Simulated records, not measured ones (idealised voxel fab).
This section sets out a process module, namely voxel self aligned contacts.
Cross-sectional view cut (width: 240 nm; square cell size: 5 nm).
Heads up, the way a cross-section reads in here is a grid of square cells, handed over as bands from the top down, with every band being one or more rows of cells.
This entry defines a band. It first specifies the height of the band's top and the height of its bottom in nm, and then specifies the band's materials from left to right, stating each material with its width in nm. The word "all across" identifies a single material that fills the band from edge to edge, while the word "air" identifies empty space.
Convention: height 0 is the level below which the wafer, as received, is all one material. The lowest band does not terminate at the bottom but continues downward, represented as "0 down".
The two numbers in a width such as "30->40" mark its ends across the band: the first belongs to the top row of cells, the second to the bottom row, and from each row to the next the width moves by the same amount.
Basically "no change" means that step didn't change any cell in the cross-section.
Enclosed voids (no open way to top), threshold 8 cells or more, entry "Enclosed void list", notation width x height at distance, distance from left edge, nm.
after a step's settings: what the simulator itself notes on the step
"overlay nm" denotes, for a step that has a mask, the displacement of the mask to the right of its planned place, with negative values corresponding to the left.
-- List of planned process steps
| 1 | RECEIVE (material Si) |
| 2 | OXIDIZE (depth nm 5) |
| 3 | DIRECTIONAL_DEP (material polySi; thk nm 20) |
| 4 | DIRECTIONAL_DEP (material SiN; thk nm 20) |
| 5 | DIRECTIONAL_DEP (material aC; thk nm 15) |
| 6 | PATTERN (tone cover; mask id GATE; material resist; width nm 30; pitch nm 70; thk nm 30; overlay nm 0) |
| 7 | DIRECTIONAL_ETCH (etch materials aC; depth nm 15) |
| 8 | STRIP (etch materials resist) |
| 9 | DIRECTIONAL_ETCH (etch materials SiN; depth nm 20) |
| 10 | DIRECTIONAL_ETCH (etch materials polySi; depth nm 20) |
| 11 | STRIP (etch materials aC) |
| 12 | CONFORMAL_DEP (material SiN; thk nm 10) |
| 13 | DIRECTIONAL_ETCH (etch materials SiN; depth nm 10) |
| 14 | FILL_DEP (material SiO2; thk nm 20) |
| 15 | CMP (height nm 50) |
| 16 | PATTERN (tone open; mask id CONTACT; material resist; width nm 50; thk nm 20; overlay nm 0) |
| 17 | DIRECTIONAL_ETCH (etch materials SiO2; depth nm 55) |
| 18 | STRIP (etch materials resist) |
| 19 | CONFORMAL_DEP (material TiN; thk nm 5) |
| 20 | FILL_DEP (material W; thk nm 10) |
| 21 | CMP (height nm 50) |
| 22 | CONFORMAL_DEP (material SiCN; thk nm 5) |
-- Wafer cross-section on receipt, i.e. after step 1
  0 down | Si all across
  Enclosed void list: none
-- Cross-section taken at module completion on the first of two wafers; processed per the plan
  55 to 50 | SiCN all across
  50 to 40 | 95 nm SiO2; 5->20 nm TiN; 40->10 nm W; 5->20 nm TiN; 95 nm SiO2
  40 to 20 | 60 nm SiO2; 50 nm SiN; 5 nm TiN; 10 nm W; 5 nm TiN; 50 nm SiN; 60 nm SiO2
  20 to 0 | 60 nm SiO2; 10 nm SiN; 30 nm polySi; 10 nm SiN; 5 nm TiN; 10 nm W; 5 nm TiN; 10 nm SiN; 30 nm polySi; 10 nm SiN; 60 nm SiO2
  0 to -5 | 110 nm SiO2; 20 nm TiN; 110 nm SiO2
  -5 down | Si all across
  Enclosed void list: none
-- Now the second wafer, cross-sectioned at the end of the module. Nothing different at the start, nothing different in the plan compared with the first, just one mistake when it was actually run
  55 to 50 | SiCN all across
  50 to 40 | 95 nm SiO2; 5->20 nm TiN; 40->10 nm W; 5->20 nm TiN; 95 nm SiO2
  40 to 20 | 60 nm SiO2; 50 nm SiN; 5 nm TiN; 10 nm W; 5 nm TiN; 50 nm SiN; 60 nm SiO2
  20 to 10 | 60 nm SiO2; 10 nm SiN; 30 nm polySi; 10 nm SiN; 5 nm TiN; 10 nm W; 5 nm TiN; 10 nm SiN; 30 nm polySi; 10 nm SiN; 60 nm SiO2
  10 to 5 | 60 nm SiO2; 10 nm SiN; 30 nm polySi; 10 nm SiN; 20 nm TiN; 10 nm SiN; 30 nm polySi; 10 nm SiN; 60 nm SiO2
  5 to 0 | polySi all across
  0 to -5 | SiO2 all across
  -5 down | Si all across
  Enclosed void list: none
Deviation from plan: step 10 changed vs plan, executed as DIRECTIONAL_ETCH (etch materials polySi; depth nm 15)
The final cell counts differ between the wafers, with the second having more or fewer of some materials than the first: -8 SiN | -20 SiO2 | -4 TiN | -4 W | +36 polySi
